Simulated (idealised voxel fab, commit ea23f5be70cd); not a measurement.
process module | voxel air gaps
cross-section cut | 300 nm wide | cells 5 nm
A cross-section is a grid of square cells, given in bands from the top down. A band is one or more rows of cells.
Each band's line starts with the height of the band's top and of its bottom, in nm. Then come its materials from left to right, each with its width in nm. One material with "throughout" fills the band from edge to edge. "air" is empty space.
Height 0 is the level under which the wafer as received is all one material. The lowest band goes on downwards, as in "0 down".
A width such as "30 to 40" changes by the same amount from each row of cells to the next, from the band's top row to its bottom row.
"no change" after a step means that no cell of the cross-section changed.
closed voids: empty space of 8 cells or more with no open way to the top, each as width x height at its distance from the left edge, in nm
after a step's settings: what the simulator itself notes on the step
overlay nm, on a step with a mask: how far to the right of its planned place the mask lay; to the left if negative
plan
1 op RECEIVE | material Si
2 op CONFORMAL_DEP | material SiO2 | thk nm 15
3 op CONFORMAL_DEP | material SiN | thk nm 5
4 op DIRECTIONAL_DEP | material lowk | thk nm 30
5 op MASKED_ETCH | tone open | mask id LINES | width nm 25 | pitch nm 55 | etch materials lowk | depth nm 30 | overlay nm 0
6 op CONFORMAL_DEP | material TiN | thk nm 5
7 op FILL_DEP | material Ru | thk nm 5
8 op CMP | height nm 50
9 op EPI | material Ru | thk nm 10
10 op SELECTIVE_ETCH | etch materials lowk | depth nm 40
11 op CONFORMAL_DEP | material SiN | thk nm 5
varied across the wafers: thk nm of step 3. The plan shows the first wafer's value. All wafers start alike
first wafer as received, after step 1
  0 down: Si throughout
  closed voids: none
each wafer at the end: cells of each material gained (+) or lost (-) since it was received, then its closed voids
thk nm 5 | +99 Ru | +192 SiN | +180 SiO2 | +45 TiN | closed voids: 20 x 20 at 110; 20 x 20 at 165
thk nm 10 | +90 Ru | +246 SiN | +180 SiO2 | +39 TiN | closed voids: 20 x 15 at 110; 20 x 15 at 165
thk nm 15 | +81 Ru | +300 SiN | +180 SiO2 | +33 TiN | closed voids: 20 x 10 at 110; 20 x 10 at 165
thk nm 20 | +72 Ru | +354 SiN | +180 SiO2 | +27 TiN | closed voids: none
